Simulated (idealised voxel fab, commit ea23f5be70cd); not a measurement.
voxel wiring stack: a process module
The cross-section shown here is cut; it is 160 nm wide and divided into square cells measuring 5 nm on a side.
The cross-sections in this document take the form of a grid made of square cells. They are written out as bands, in order from top to bottom. Each band consists of one or more rows of cells.
The entry gives the band's vertical extent as a top height and a bottom height in nm, then its horizontal make-up as materials from left to right, each with a width in nm. "air" stands for empty space; a single material marked "throughout" fills the band edge to edge.
Heads up on the height convention: 0 is the point under which the incoming wafer is all one material, and the lowest band has no bottom, it just keeps going down, like "top 0, no bottom".
With a width like "30 to 40", each row of cells in the band differs from the next by the same amount, the top row carrying the first number and the bottom row the second.
Reading "stayed the same" for a step: not a cell of the cross-section changed in it.
So "Enclosed voids" is basically the list of trapped voids: any empty space of 8 cells or more that can't reach the top through an opening. They're written width x height at distance, the distance being from the left edge, and it's all nm.
On each step's line, the part that comes after the settings is the simulator's own comment on the step.
The optional step-line setting "overlay nm" applies to steps with a mask and quantifies how far to the right of its planned location the mask lay, a negative value indicating leftward placement.
Read each pair as before and after one process step. The after cross-section shows only down to the lowest band that changed. The step between them and its settings are given below the pair. Pairs can come from different runs of this module on the same starting wafer. A pair continues from the pair above only where its "Prior to processing" entry says so.
PRIOR TO PROCESSING
> top 100, bottom 85  resist=45; air=25; resist=20; air=25; resist=45
> top 85, bottom 65  SiO2=45; air=25; SiO2=20; air=25; SiO2=45
> top 65, bottom 60  SiCN throughout
> top 60, bottom 45  lowk=45; Ru=15; lowk=30; Ru=15; lowk=55
> top 45, bottom 40  SiCN=45; Ru=15; SiCN=30; Ru=15; SiCN=55
> top 40, bottom 30  lowk=45; TiN=5; Cu=15; TiN=5; lowk=20; TiN=5; Cu=15; TiN=5; lowk=45
> top 30, bottom 25  SiCN=45; TiN=25; SiCN=20; TiN=25; SiCN=45
> top 25, bottom 0  SiO2 throughout
> top 0, no bottom  Si throughout
> Enclosed voids: none
POST-PROCESS SECTION
> top 100, bottom 85  resist=45; air=25; resist=20; air=25; resist=45
> top 85, bottom 65  SiO2=45; air=25; SiO2=20; air=25; SiO2=45
> top 65, bottom 60  SiCN=45; air=25; SiCN=20; air=25; SiCN=45
> Below 60, no change.
> Enclosed voids: none
The process step bridging the two cross-sections above: DIRECTIONAL_ETCH: etch materials SiCN, depth nm 5
Prior to processing: look at the pair above, its after cross-section is where this step starts.
POST-PROCESS SECTION
> top 85, bottom 65  SiO2=45; air=25; SiO2=20; air=25; SiO2=45
> Below 65, no change.
> Enclosed voids: none
The process step bridging the two cross-sections above: STRIP: etch materials resist
Prior to processing: look at the pair above, its after cross-section is where this step starts.
POST-PROCESS SECTION
> top 90, bottom 85  TiN=50; air=15; TiN=30; air=15; TiN=50
> top 85, bottom 65  SiO2=45; TiN=5; air=15; TiN=5; SiO2=20; TiN=5; air=15; TiN=5; SiO2=45
> top 65, bottom 60  SiCN=45; TiN=25; SiCN=20; TiN=25; SiCN=45
> Below 60, no change.
> Enclosed voids: none
The process step bridging the two cross-sections above: CONFORMAL_DEP: material TiN, thk nm 5
Prior to processing: look at the pair above, its after cross-section is where this step starts.
POST-PROCESS SECTION
> top 100, bottom 90  W throughout
> top 90, bottom 85  TiN=50; W=15; TiN=30; W=15; TiN=50
> top 85, bottom 65  SiO2=45; TiN=5; W=15; TiN=5; SiO2=20; TiN=5; W=15; TiN=5; SiO2=45
> Below 65, no change.
> Enclosed voids: none
The process step bridging the two cross-sections above: FILL_DEP: material W, thk nm 10
Prior to processing: look at the pair above, its after cross-section is where this step starts.
POST-PROCESS SECTION
> top 85, bottom 65  SiO2=45; TiN=5; W=15; TiN=5; SiO2=20; TiN=5; W=15; TiN=5; SiO2=45
> Below 65, no change.
> Enclosed voids: none
The process step bridging the two cross-sections above: CMP: height nm 85
Prior to processing: look at the pair above, its after cross-section is where this step starts.
POST-PROCESS SECTION
> top 90, bottom 85  SiCN throughout
> Below 85, no change.
> Enclosed voids: none
The process step bridging the two cross-sections above: CONFORMAL_DEP: material SiCN, thk nm 5
Prior to processing: look at the pair above, its after cross-section is where this step starts.
POST-PROCESS SECTION
> top 125, bottom 90  SiO2 throughout
> Below 90, no change.
> Enclosed voids: none
The process step bridging the two cross-sections above: DIRECTIONAL_DEP: material SiO2, thk nm 35
Prior to processing: look at the pair above, its after cross-section is where this step starts.
POST-PROCESS SECTION
> top 145, bottom 125  resist=45; air=15; resist=30; air=15; resist=55
> Below 125, no change.
> Enclosed voids: none
The process step bridging the two cross-sections above: PATTERN: tone open, mask id METAL_3_HOLES, material resist, width nm 15, pitch nm 45, thk nm 20, overlay nm 0
Prior to processing: look at the pair above, its after cross-section is where this step starts.
POST-PROCESS SECTION
> top 145, bottom 125  resist=45; air=15; resist=30; air=15; resist=55
> top 125, bottom 90  SiO2=45; air=15; SiO2=30; air=15; SiO2=55
> Below 90, no change.
> Enclosed voids: none
The process step bridging the two cross-sections above: DIRECTIONAL_ETCH: etch materials SiO2, depth nm 35
Prior to processing: look at the pair above, its after cross-section is where this step starts.
POST-PROCESS SECTION
> top 125, bottom 90  SiO2=45; air=15; SiO2=30; air=15; SiO2=55
> Below 90, no change.
> Enclosed voids: none
The process step bridging the two cross-sections above: STRIP: etch materials resist
Prior to processing: look at the pair above, its after cross-section is where this step starts.
POST-PROCESS SECTION
> top 135, bottom 125  aC=45; air=15; aC=30; air=15; aC=55
> top 125, bottom 100  SiO2=45; air=15; SiO2=30; air=15; SiO2=55
> top 100, bottom 90  SiO2=45; aC=15; SiO2=30; aC=15; SiO2=55
> Below 90, no change.
> Enclosed voids: none
The process step bridging the two cross-sections above: DIRECTIONAL_DEP: material aC, thk nm 10
Prior to processing: look at the pair above, its after cross-section is where this step starts.
POST-PROCESS SECTION
> top 165, bottom 135  resist=45; air=25; resist=20; air=25; resist=45
> Below 135, no change.
> Enclosed voids: none
The process step bridging the two cross-sections above: PATTERN: tone open, mask id METAL_3, material resist, width nm 25, pitch nm 45, thk nm 30, overlay nm 0
Prior to processing: look at the pair above, its after cross-section is where this step starts.
POST-PROCESS SECTION
> top 155, bottom 135  resist=45; air=25; resist=20; air=25; resist=45
> top 135, bottom 125  aC=45; air=25; aC=20; air=25; aC=45
> top 125, bottom 90  SiO2=45; air=15; SiO2=30; air=15; SiO2=55
> Below 90, no change.
> Enclosed voids: none
The process step bridging the two cross-sections above: DIRECTIONAL_ETCH: etch materials aC, depth nm 10
Prior to processing: look at the pair above, its after cross-section is where this step starts.
POST-PROCESS SECTION
> top 135, bottom 125  aC=45; air=25; aC=20; air=25; aC=45
> Below 125, no change.
> Enclosed voids: none
The process step bridging the two cross-sections above: STRIP: etch materials resist
Prior to processing: look at the pair above, its after cross-section is where this step starts.
POST-PROCESS SECTION
> top 135, bottom 125  aC=45; air=25; aC=20; air=25; aC=45
> top 125, bottom 105  SiO2=45; air=25; SiO2=20; air=25; SiO2=45
> Below 105, no change.
> Enclosed voids: none
The process step bridging the two cross-sections above: DIRECTIONAL_ETCH: etch materials SiO2, depth nm 20
Prior to processing: look at the pair above, its after cross-section is where this step starts.
POST-PROCESS SECTION
> top 135, bottom 125  aC=45; air=25; aC=20; air=25; aC=45
> top 125, bottom 105  SiO2=45; air=25; SiO2=20; air=25; SiO2=45
> top 105, bottom 90  SiO2=45; air=15; SiO2=30; air=15; SiO2=55
> top 90, bottom 85  SiCN=45; air=15; SiCN=30; air=15; SiCN=55
> Below 85, no change.
> Enclosed voids: none
The process step bridging the two cross-sections above: DIRECTIONAL_ETCH: etch materials SiCN, depth nm 5
Prior to processing: look at the pair above, its after cross-section is where this step starts.
POST-PROCESS SECTION
> top 125, bottom 105  SiO2=45; air=25; SiO2=20; air=25; SiO2=45
> Below 105, no change.
> Enclosed voids: none
The process step bridging the two cross-sections above: STRIP: etch materials aC
Prior to processing: look at the pair above, its after cross-section is where this step starts.
POST-PROCESS SECTION
> top 130, bottom 125  TiN=50; air=15; TiN=30; air=15; TiN=50
> top 125, bottom 110  SiO2=45; TiN=5; air=15; TiN=5; SiO2=20; TiN=5; air=15; TiN=5; SiO2=45
> top 110, bottom 105  SiO2=45; TiN=5; air=5; TiN=15; SiO2=20; TiN=5; air=5; TiN=15; SiO2=45
> top 105, bottom 90  SiO2=45; TiN=5; air=5; TiN=5; SiO2=30; TiN=5; air=5; TiN=5; SiO2=55
> top 90, bottom 85  SiCN=45; TiN=15; SiCN=30; TiN=15; SiCN=55
> Below 85, no change.
> Enclosed voids: none
The process step bridging the two cross-sections above: CONFORMAL_DEP: material TiN, thk nm 5
Prior to processing: look at the pair above, its after cross-section is where this step starts.
POST-PROCESS SECTION
> top 140, bottom 130  Cu throughout
> top 130, bottom 125  TiN=50; Cu=15; TiN=30; Cu=15; TiN=50
> top 125, bottom 110  SiO2=45; TiN=5; Cu=15; TiN=5; SiO2=20; TiN=5; Cu=15; TiN=5; SiO2=45
> top 110, bottom 105  SiO2=45; TiN=5; Cu=5; TiN=15; SiO2=20; TiN=5; Cu=5; TiN=15; SiO2=45
> top 105, bottom 90  SiO2=45; TiN=5; Cu=5; TiN=5; SiO2=30; TiN=5; Cu=5; TiN=5; SiO2=55
> Below 90, no change.
> Enclosed voids: none
The process step bridging the two cross-sections above: FILL_DEP: material Cu, thk nm 10
Prior to processing: look at the pair above, its after cross-section is where this step starts.
POST-PROCESS SECTION
> top 125, bottom 110  SiO2=45; TiN=5; Cu=15; TiN=5; SiO2=20; TiN=5; Cu=15; TiN=5; SiO2=45
> Below 110, no change.
> Enclosed voids: none
The process step bridging the two cross-sections above: CMP: height nm 125
Prior to processing: look at the pair above, its after cross-section is where this step starts.
POST-PROCESS SECTION
> top 130, bottom 125  SiCN throughout
> Below 125, no change.
> Enclosed voids: none
The process step bridging the two cross-sections above: CONFORMAL_DEP: material SiCN, thk nm 5
Prior to processing: look at the pair above, its after cross-section is where this step starts.
POST-PROCESS SECTION
> top 140, bottom 130  SiO2 throughout
> Below 130, no change.
> Enclosed voids: none
The process step bridging the two cross-sections above: DIRECTIONAL_DEP: material SiO2, thk nm 10
Prior to processing: look at the pair above, its after cross-section is where this step starts.
POST-PROCESS SECTION
> top 155, bottom 140  resist=45; air=15; resist=30; air=15; resist=55
> Below 140, no change.
> Enclosed voids: none
The process step bridging the two cross-sections above: PATTERN: tone open, mask id PLUG_3, material resist, width nm 15, pitch nm 45, thk nm 15, overlay nm 0
Prior to processing: look at the pair above, its after cross-section is where this step starts.
POST-PROCESS SECTION
> top 155, bottom 140  resist=45; air=15; resist=30; air=15; resist=55
> top 140, bottom 130  SiO2=45; air=15; SiO2=30; air=15; SiO2=55
> Below 130, no change.
> Enclosed voids: none
The process step bridging the two cross-sections above: DIRECTIONAL_ETCH: etch materials SiO2, depth nm 10
Prior to processing: look at the pair above, its after cross-section is where this step starts.
POST-PROCESS SECTION
> top 155, bottom 140  resist=45; air=15; resist=30; air=15; resist=55
> top 140, bottom 130  SiO2=45; air=15; SiO2=30; air=15; SiO2=55
> top 130, bottom 125  SiCN=45; air=15; SiCN=30; air=15; SiCN=55
> Below 125, no change.
> Enclosed voids: none
The process step bridging the two cross-sections above: DIRECTIONAL_ETCH: etch materials SiCN, depth nm 5
Prior to processing: look at the pair above, its after cross-section is where this step starts.
POST-PROCESS SECTION
> top 140, bottom 130  SiO2=45; air=15; SiO2=30; air=15; SiO2=55
> Below 130, no change.
> Enclosed voids: none
The process step bridging the two cross-sections above: STRIP: etch materials resist
Prior to processing: look at the pair above, its after cross-section is where this step starts.
POST-PROCESS SECTION
> top 140, bottom 135  SiO2=45; air=15; SiO2=30; air=15; SiO2=55
> top 135, bottom 130  SiO2=45; Ru=15; SiO2=30; Ru=15; SiO2=55
> top 130, bottom 125  SiCN=45; Ru=15; SiCN=30; Ru=15; SiCN=55
> Below 125, no change.
> Enclosed voids: none
The process step bridging the two cross-sections above: EPI: material Ru, thk nm 10
Prior to processing: look at the pair above, its after cross-section is where this step starts.
POST-PROCESS SECTION
> top 140, bottom 130  SiO2=45; Ru=15; SiO2=30; Ru=15; SiO2=55
> Below 130, no change.
> Enclosed voids: none
The process step bridging the two cross-sections above: EPI: material Ru, thk nm 5
Prior to processing: look at the pair above, its after cross-section is where this step starts.
POST-PROCESS SECTION
> top 145, bottom 140  TiN throughout
> Below 140, no change.
> Enclosed voids: none
The process step bridging the two cross-sections above: DIRECTIONAL_DEP: material TiN, thk nm 5
Prior to processing: look at the pair above, its after cross-section is where this step starts.
POST-PROCESS SECTION
> top 165, bottom 145  Ru throughout
> Below 145, no change.
> Enclosed voids: none
The process step bridging the two cross-sections above: DIRECTIONAL_DEP: material Ru, thk nm 20
Prior to processing: look at the pair above, its after cross-section is where this step starts.
POST-PROCESS SECTION
> top 180, bottom 165  air=45; resist=25; air=20; resist=25; air=45
> Below 165, no change.
> Enclosed voids: none
The process step bridging the two cross-sections above: PATTERN: tone cover, mask id METAL_4, material resist, width nm 25, pitch nm 45, thk nm 15, overlay nm 0
Prior to processing: look at the pair above, its after cross-section is where this step starts.
POST-PROCESS SECTION
> top 180, bottom 165  air=45; resist=25; air=20; resist=25; air=45
> top 165, bottom 145  air=45; Ru=25; air=20; Ru=25; air=45
> Below 145, no change.
> Enclosed voids: none
The process step bridging the two cross-sections above: DIRECTIONAL_ETCH: etch materials Ru, depth nm 20
Prior to processing: look at the pair above, its after cross-section is where this step starts.
POST-PROCESS SECTION
> top 180, bottom 165  air=45; resist=25; air=20; resist=25; air=45
> top 165, bottom 145  air=45; Ru=25; air=20; Ru=25; air=45
> top 145, bottom 140  air=45; TiN=25; air=20; TiN=25; air=45
> Below 140, no change.
> Enclosed voids: none
The process step bridging the two cross-sections above: DIRECTIONAL_ETCH: etch materials TiN, depth nm 5
Prior to processing: look at the pair above, its after cross-section is where this step starts.
POST-PROCESS SECTION
> top 165, bottom 145  air=45; Ru=25; air=20; Ru=25; air=45
> Below 145, no change.
> Enclosed voids: none
The process step bridging the two cross-sections above: STRIP: etch materials resist
Prior to processing: look at the pair above, its after cross-section is where this step starts.
POST-PROCESS SECTION
> top 170, bottom 165  air=40; SiN=35; air=10; SiN=35; air=40
> top 165, bottom 145  air=40; SiN=5; Ru=25; SiN=5; air=10; SiN=5; Ru=25; SiN=5; air=40
> top 145, bottom 140  SiN=45; TiN=25; SiN=20; TiN=25; SiN=45
> Below 140, no change.
> Enclosed voids: none
The process step bridging the two cross-sections above: CONFORMAL_DEP: material SiN, thk nm 5
Prior to processing: look at the pair above, its after cross-section is where this step starts.
POST-PROCESS SECTION
> top 180, bottom 170  lowk throughout
> top 170, bottom 165  lowk=40; SiN=35; lowk=10; SiN=35; lowk=40
> top 165, bottom 145  lowk=40; SiN=5; Ru=25; SiN=5; lowk=10; SiN=5; Ru=25; SiN=5; lowk=40
> Below 145, no change.
> Enclosed voids: none
The process step bridging the two cross-sections above: FILL_DEP: material lowk, thk nm 10
Prior to processing: look at the pair above, its after cross-section is where this step starts.
POST-PROCESS SECTION
> top 165, bottom 145  lowk=40; SiN=5; Ru=25; SiN=5; lowk=10; SiN=5; Ru=25; SiN=5; lowk=40
> Below 145, no change.
> Enclosed voids: none
The process step bridging the two cross-sections above: CMP: height nm 165
Prior to processing: look at the pair above, its after cross-section is where this step starts.
POST-PROCESS SECTION
> top 170, bottom 165  SiCN throughout
> Below 165, no change.
> Enclosed voids: none
The process step bridging the two cross-sections above: CONFORMAL_DEP: material SiCN, thk nm 5
PRIOR TO PROCESSING
> top 125, bottom 90  SiO2 throughout
> top 90, bottom 85  SiCN throughout
> top 85, bottom 65  SiO2=45; TiN=5; W=15; TiN=5; SiO2=20; TiN=5; W=15; TiN=5; SiO2=45
> top 65, bottom 60  SiCN=45; TiN=25; SiCN=20; TiN=25; SiCN=45
> top 60, bottom 45  lowk=45; Ru=15; lowk=30; Ru=15; lowk=55
> top 45, bottom 40  SiCN=45; Ru=15; SiCN=30; Ru=15; SiCN=55
> top 40, bottom 20  lowk=45; TiN=5; Cu=15; TiN=5; lowk=20; TiN=5; Cu=15; TiN=5; lowk=45
> top 20, bottom 15  SiCN=45; TiN=25; SiCN=20; TiN=25; SiCN=45
> top 15, bottom 0  SiO2 throughout
> top 0, no bottom  Si throughout
> Enclosed voids: none
POST-PROCESS SECTION
> top 145, bottom 125  resist=45; air=20; resist=25; air=20; resist=50
> Below 125, no change.
> Enclosed voids: none
The process step bridging the two cross-sections above: PATTERN: tone open, mask id METAL_3_HOLES, material resist, width nm 20, pitch nm 45, thk nm 20, overlay nm 0
Prior to processing: look at the pair above, its after cross-section is where this step starts.
POST-PROCESS SECTION
> top 145, bottom 125  resist=45; air=20; resist=25; air=20; resist=50
> top 125, bottom 90  SiO2=45; air=20; SiO2=25; air=20; SiO2=50
> Below 90, no change.
> Enclosed voids: none
The process step bridging the two cross-sections above: DIRECTIONAL_ETCH: etch materials SiO2, depth nm 35
Prior to processing: look at the pair above, its after cross-section is where this step starts.
POST-PROCESS SECTION
> top 125, bottom 90  SiO2=45; air=20; SiO2=25; air=20; SiO2=50
> Below 90, no change.
> Enclosed voids: none
The process step bridging the two cross-sections above: STRIP: etch materials resist
Prior to processing: look at the pair above, its after cross-section is where this step starts.
POST-PROCESS SECTION
> top 135, bottom 125  aC=45; air=20; aC=25; air=20; aC=50
> top 125, bottom 100  SiO2=45; air=20; SiO2=25; air=20; SiO2=50
> top 100, bottom 90  SiO2=45; aC=20; SiO2=25; aC=20; SiO2=50
> Below 90, no change.
> Enclosed voids: none
The process step bridging the two cross-sections above: DIRECTIONAL_DEP: material aC, thk nm 10
Prior to processing: look at the pair above, its after cross-section is where this step starts.
POST-PROCESS SECTION
> top 165, bottom 135  resist=45; air=25; resist=20; air=25; resist=45
> Below 135, no change.
> Enclosed voids: none
The process step bridging the two cross-sections above: PATTERN: tone open, mask id METAL_3, material resist, width nm 25, pitch nm 45, thk nm 30, overlay nm 0
Prior to processing: look at the pair above, its after cross-section is where this step starts.
POST-PROCESS SECTION
> top 155, bottom 135  resist=45; air=25; resist=20; air=25; resist=45
> top 135, bottom 125  aC=45; air=25; aC=20; air=25; aC=45
> top 125, bottom 90  SiO2=45; air=20; SiO2=25; air=20; SiO2=50
> Below 90, no change.
> Enclosed voids: none
The process step bridging the two cross-sections above: DIRECTIONAL_ETCH: etch materials aC, depth nm 10
Prior to processing: look at the pair above, its after cross-section is where this step starts.
POST-PROCESS SECTION
> top 135, bottom 125  aC=45; air=25; aC=20; air=25; aC=45
> Below 125, no change.
> Enclosed voids: none
The process step bridging the two cross-sections above: STRIP: etch materials resist
Prior to processing: look at the pair above, its after cross-section is where this step starts.
POST-PROCESS SECTION
> top 135, bottom 125  aC=45; air=25; aC=20; air=25; aC=45
> top 125, bottom 105  SiO2=45; air=25; SiO2=20; air=25; SiO2=45
> Below 105, no change.
> Enclosed voids: none
The process step bridging the two cross-sections above: DIRECTIONAL_ETCH: etch materials SiO2, depth nm 20
Prior to processing: look at the pair above, its after cross-section is where this step starts.
POST-PROCESS SECTION
> top 135, bottom 125  aC=45; air=25; aC=20; air=25; aC=45
> top 125, bottom 105  SiO2=45; air=25; SiO2=20; air=25; SiO2=45
> top 105, bottom 90  SiO2=45; air=20; SiO2=25; air=20; SiO2=50
> top 90, bottom 85  SiCN=45; air=20; SiCN=25; air=20; SiCN=50
> Below 85, no change.
> Enclosed voids: none
The process step bridging the two cross-sections above: DIRECTIONAL_ETCH: etch materials SiCN, depth nm 5
Prior to processing: look at the pair above, its after cross-section is where this step starts.
POST-PROCESS SECTION
> top 125, bottom 105  SiO2=45; air=25; SiO2=20; air=25; SiO2=45
> Below 105, no change.
> Enclosed voids: none
The process step bridging the two cross-sections above: STRIP: etch materials aC
Prior to processing: look at the pair above, its after cross-section is where this step starts.
POST-PROCESS SECTION
> top 130, bottom 125  TiN=50; air=15; TiN=30; air=15; TiN=50
> top 125, bottom 110  SiO2=45; TiN=5; air=15; TiN=5; SiO2=20; TiN=5; air=15; TiN=5; SiO2=45
> top 110, bottom 105  SiO2=45; TiN=5; air=10; TiN=10; SiO2=20; TiN=5; air=10; TiN=10; SiO2=45
> top 105, bottom 90  SiO2=45; TiN=5; air=10; TiN=5; SiO2=25; TiN=5; air=10; TiN=5; SiO2=50
> top 90, bottom 85  SiCN=45; TiN=20; SiCN=25; TiN=20; SiCN=50
> Below 85, no change.
> Enclosed voids: none
The process step bridging the two cross-sections above: CONFORMAL_DEP: material TiN, thk nm 5
Prior to processing: look at the pair above, its after cross-section is where this step starts.
POST-PROCESS SECTION
> top 140, bottom 130  Cu throughout
> top 130, bottom 125  TiN=50; Cu=15; TiN=30; Cu=15; TiN=50
> top 125, bottom 110  SiO2=45; TiN=5; Cu=15; TiN=5; SiO2=20; TiN=5; Cu=15; TiN=5; SiO2=45
> top 110, bottom 105  SiO2=45; TiN=5; Cu=10; TiN=10; SiO2=20; TiN=5; Cu=10; TiN=10; SiO2=45
> top 105, bottom 90  SiO2=45; TiN=5; Cu=10; TiN=5; SiO2=25; TiN=5; Cu=10; TiN=5; SiO2=50
> Below 90, no change.
> Enclosed voids: none
The process step bridging the two cross-sections above: FILL_DEP: material Cu, thk nm 10
Prior to processing: look at the pair above, its after cross-section is where this step starts.
POST-PROCESS SECTION
> top 125, bottom 110  SiO2=45; TiN=5; Cu=15; TiN=5; SiO2=20; TiN=5; Cu=15; TiN=5; SiO2=45
> Below 110, no change.
> Enclosed voids: none
The process step bridging the two cross-sections above: CMP: height nm 125
Prior to processing: look at the pair above, its after cross-section is where this step starts.
POST-PROCESS SECTION
> top 130, bottom 125  SiCN throughout
> Below 125, no change.
> Enclosed voids: none
The process step bridging the two cross-sections above: CONFORMAL_DEP: material SiCN, thk nm 5
Prior to processing: look at the pair above, its after cross-section is where this step starts.
POST-PROCESS SECTION
> top 140, bottom 130  SiO2 throughout
> Below 130, no change.
> Enclosed voids: none
The process step bridging the two cross-sections above: DIRECTIONAL_DEP: material SiO2, thk nm 10
Prior to processing: look at the pair above, its after cross-section is where this step starts.
POST-PROCESS SECTION
> top 155, bottom 140  resist=45; air=15; resist=30; air=15; resist=55
> Below 140, no change.
> Enclosed voids: none
The process step bridging the two cross-sections above: PATTERN: tone open, mask id PLUG_3, material resist, width nm 15, pitch nm 45, thk nm 15, overlay nm 0
Prior to processing: look at the pair above, its after cross-section is where this step starts.
POST-PROCESS SECTION
> top 155, bottom 140  resist=45; air=15; resist=30; air=15; resist=55
> top 140, bottom 130  SiO2=45; air=15; SiO2=30; air=15; SiO2=55
> Below 130, no change.
> Enclosed voids: none
The process step bridging the two cross-sections above: DIRECTIONAL_ETCH: etch materials SiO2, depth nm 10
Prior to processing: look at the pair above, its after cross-section is where this step starts.
POST-PROCESS SECTION
> top 155, bottom 140  resist=45; air=15; resist=30; air=15; resist=55
> top 140, bottom 130  SiO2=45; air=15; SiO2=30; air=15; SiO2=55
> top 130, bottom 125  SiCN=45; air=15; SiCN=30; air=15; SiCN=55
> Below 125, no change.
> Enclosed voids: none
The process step bridging the two cross-sections above: DIRECTIONAL_ETCH: etch materials SiCN, depth nm 5
Prior to processing: look at the pair above, its after cross-section is where this step starts.
POST-PROCESS SECTION
> top 140, bottom 130  SiO2=45; air=15; SiO2=30; air=15; SiO2=55
> Below 130, no change.
> Enclosed voids: none
The process step bridging the two cross-sections above: STRIP: etch materials resist
Prior to processing: look at the pair above, its after cross-section is where this step starts.
POST-PROCESS SECTION
> top 140, bottom 135  SiO2=45; air=15; SiO2=30; air=15; SiO2=55
> top 135, bottom 130  SiO2=45; Ru=15; SiO2=30; Ru=15; SiO2=55
> top 130, bottom 125  SiCN=45; Ru=15; SiCN=30; Ru=15; SiCN=55
> Below 125, no change.
> Enclosed voids: none
The process step bridging the two cross-sections above: EPI: material Ru, thk nm 10
Prior to processing: look at the pair above, its after cross-section is where this step starts.
POST-PROCESS SECTION
> top 140, bottom 130  SiO2=45; Ru=15; SiO2=30; Ru=15; SiO2=55
> Below 130, no change.
> Enclosed voids: none
The process step bridging the two cross-sections above: EPI: material Ru, thk nm 5
Prior to processing: look at the pair above, its after cross-section is where this step starts.
POST-PROCESS SECTION
> top 145, bottom 140  TiN throughout
> Below 140, no change.
> Enclosed voids: none
The process step bridging the two cross-sections above: DIRECTIONAL_DEP: material TiN, thk nm 5
Prior to processing: look at the pair above, its after cross-section is where this step starts.
POST-PROCESS SECTION
> top 165, bottom 145  Ru throughout
> Below 145, no change.
> Enclosed voids: none
The process step bridging the two cross-sections above: DIRECTIONAL_DEP: material Ru, thk nm 20
Prior to processing: look at the pair above, its after cross-section is where this step starts.
POST-PROCESS SECTION
> top 180, bottom 165  air=45; resist=25; air=20; resist=25; air=45
> Below 165, no change.
> Enclosed voids: none
The process step bridging the two cross-sections above: PATTERN: tone cover, mask id METAL_4, material resist, width nm 25, pitch nm 45, thk nm 15, overlay nm 0
Prior to processing: look at the pair above, its after cross-section is where this step starts.
POST-PROCESS SECTION
> top 180, bottom 165  air=45; resist=25; air=20; resist=25; air=45
> top 165, bottom 145  air=45; Ru=25; air=20; Ru=25; air=45
> Below 145, no change.
> Enclosed voids: none
The process step bridging the two cross-sections above: DIRECTIONAL_ETCH: etch materials Ru, depth nm 20
Prior to processing: look at the pair above, its after cross-section is where this step starts.
POST-PROCESS SECTION
> top 180, bottom 165  air=45; resist=25; air=20; resist=25; air=45
> top 165, bottom 145  air=45; Ru=25; air=20; Ru=25; air=45
> top 145, bottom 140  air=45; TiN=25; air=20; TiN=25; air=45
> Below 140, no change.
> Enclosed voids: none
The process step bridging the two cross-sections above: DIRECTIONAL_ETCH: etch materials TiN, depth nm 5
Prior to processing: look at the pair above, its after cross-section is where this step starts.
POST-PROCESS SECTION
> top 165, bottom 145  air=45; Ru=25; air=20; Ru=25; air=45
> Below 145, no change.
> Enclosed voids: none
The process step bridging the two cross-sections above: STRIP: etch materials resist
Prior to processing: look at the pair above, its after cross-section is where this step starts.
POST-PROCESS SECTION
> top 170, bottom 165  air=40; SiN=35; air=10; SiN=35; air=40
> top 165, bottom 145  air=40; SiN=5; Ru=25; SiN=5; air=10; SiN=5; Ru=25; SiN=5; air=40
> top 145, bottom 140  SiN=45; TiN=25; SiN=20; TiN=25; SiN=45
> Below 140, no change.
> Enclosed voids: none
The process step bridging the two cross-sections above: CONFORMAL_DEP: material SiN, thk nm 5
Prior to processing: look at the pair above, its after cross-section is where this step starts.
POST-PROCESS SECTION
> top 180, bottom 170  lowk throughout
> top 170, bottom 165  lowk=40; SiN=35; lowk=10; SiN=35; lowk=40
> top 165, bottom 145  lowk=40; SiN=5; Ru=25; SiN=5; lowk=10; SiN=5; Ru=25; SiN=5; lowk=40
> Below 145, no change.
> Enclosed voids: none
The process step bridging the two cross-sections above: FILL_DEP: material lowk, thk nm 10
Prior to processing: look at the pair above, its after cross-section is where this step starts.
POST-PROCESS SECTION
> top 165, bottom 145  lowk=40; SiN=5; Ru=25; SiN=5; lowk=10; SiN=5; Ru=25; SiN=5; lowk=40
> Below 145, no change.
> Enclosed voids: none
The process step bridging the two cross-sections above: CMP: height nm 165
Prior to processing: look at the pair above, its after cross-section is where this step starts.
POST-PROCESS SECTION
> top 170, bottom 165  SiCN throughout
> Below 165, no change.
> Enclosed voids: none
The process step bridging the two cross-sections above: CONFORMAL_DEP: material SiCN, thk nm 5
PRIOR TO PROCESSING
> top 125, bottom 90  SiO2 throughout
> top 90, bottom 85  SiCN throughout
> top 85, bottom 65  SiO2=45; TiN=5; W=15; TiN=5; SiO2=20; TiN=5; W=15; TiN=5; SiO2=45
> top 65, bottom 60  SiCN=45; TiN=25; SiCN=20; TiN=25; SiCN=45
> top 60, bottom 45  lowk=45; Ru=15; lowk=30; Ru=15; lowk=55
> top 45, bottom 40  SiCN=45; Ru=15; SiCN=30; Ru=15; SiCN=55
> top 40, bottom 20  lowk=45; TiN=5; Cu=15; TiN=5; lowk=20; TiN=5; Cu=15; TiN=5; lowk=45
> top 20, bottom 15  SiCN=45; TiN=25; SiCN=20; TiN=25; SiCN=45
> top 15, bottom 0  SiO2 throughout
> top 0, no bottom  Si throughout
> Enclosed voids: none
POST-PROCESS SECTION
> top 145, bottom 125  resist=35; air=15; resist=30; air=15; resist=65
> Below 125, no change.
> Enclosed voids: none
The process step bridging the two cross-sections above: PATTERN: tone open, mask id METAL_3_HOLES, material resist, width nm 15, pitch nm 45, thk nm 20, overlay nm -10
Prior to processing: look at the pair above, its after cross-section is where this step starts.
POST-PROCESS SECTION
> top 145, bottom 125  resist=35; air=15; resist=30; air=15; resist=65
> top 125, bottom 90  SiO2=35; air=15; SiO2=30; air=15; SiO2=65
> Below 90, no change.
> Enclosed voids: none
The process step bridging the two cross-sections above: DIRECTIONAL_ETCH: etch materials SiO2, depth nm 35
Prior to processing: look at the pair above, its after cross-section is where this step starts.
POST-PROCESS SECTION
> top 125, bottom 90  SiO2=35; air=15; SiO2=30; air=15; SiO2=65
> Below 90, no change.
> Enclosed voids: none
The process step bridging the two cross-sections above: STRIP: etch materials resist
Prior to processing: look at the pair above, its after cross-section is where this step starts.
POST-PROCESS SECTION
> top 135, bottom 125  aC=35; air=15; aC=30; air=15; aC=65
> top 125, bottom 100  SiO2=35; air=15; SiO2=30; air=15; SiO2=65
> top 100, bottom 90  SiO2=35; aC=15; SiO2=30; aC=15; SiO2=65
> Below 90, no change.
> Enclosed voids: none
The process step bridging the two cross-sections above: DIRECTIONAL_DEP: material aC, thk nm 10
Prior to processing: look at the pair above, its after cross-section is where this step starts.
POST-PROCESS SECTION
> top 165, bottom 135  resist=45; air=25; resist=20; air=25; resist=45
> top 135, bottom 125  aC=35; resist=10; air=5; aC=30; resist=10; air=5; aC=65
> top 125, bottom 100  SiO2=35; resist=10; air=5; SiO2=30; resist=10; air=5; SiO2=65
> Below 100, no change.
> Enclosed voids: none
The process step bridging the two cross-sections above: PATTERN: tone open, mask id METAL_3, material resist, width nm 25, pitch nm 45, thk nm 30, overlay nm 0
